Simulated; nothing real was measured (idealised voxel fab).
Process module, titled voxel spacer lines
It is cross-section cut that appears here, measuring 280 nm in width, its square cells being 5 nm in size.
Cross-section spec: square-cell grid; bands listed top down; each band is one or more rows. What a band's entry tells you: where the top is and where the bottom is, as heights in nm, and after that what lies inside, material by material from left to right, each with its width in nm. Empty space is written as the word "air", and a single material marked with the word "all across" occupies the band from edge to edge. Beneath 0, the wafer as received is one material, and that level is where height counting begins. The lowest band goes on downward without a bottom; it is written like "0 and below". A width such as "30 to 40" changes by the same amount from each row of cells to the next, from the band's top row to its bottom row. Basically "remained the same" means that step didn't change any cell in the cross-section. Empty spaces without an open route to the top, at least 8 cells in extent, make up the entry "Enclosed empty spaces"; each is given as width x height at distance, where the distance is measured from the left edge, and all are in nm. What comes after the settings on a step's line is commentary from the simulator itself on that step. overlay nm: mask offset rightward from planned place, masked step; negative means leftward offset.
So here's the lineup of process steps we planned:
1: RECEIVE,material Si
2: CONFORMAL_DEP,material Al2O3,thk nm 10
3: DIRECTIONAL_DEP,material SiN,thk nm 10
4: DIRECTIONAL_DEP,material aC,thk nm 20
5: PATTERN,tone cover,mask id MANDREL,material resist,width nm 25,pitch nm 70,thk nm 30,overlay nm 0
6: DIRECTIONAL_ETCH,etch materials aC,depth nm 20
7: STRIP,etch materials resist
8: CONFORMAL_DEP,material SiO2,thk nm 10
9: DIRECTIONAL_ETCH,etch materials SiO2,depth nm 10
10: STRIP,etch materials aC
11: DIRECTIONAL_ETCH,etch materials SiN,depth nm 10
12: STRIP,etch materials SiO2
as received, after step 1:
> 0 and below  Si all across
> Enclosed empty spaces: none
Here's the wafer cut in cross-section after the module, started and planned just like above, except one thing was done wrong in the run:
> 10 down to 0  air: 45 | SiN: 10 | air: 25 | SiN: 10 | air: 25 | SiN: 10 | air: 25 | SiN: 10 | air: 25 | SiN: 10 | air: 25 | SiN: 10 | air: 50
> 0 and below  Si all across
> Enclosed empty spaces: none
The plan and the run diverged here: step 2 was left out
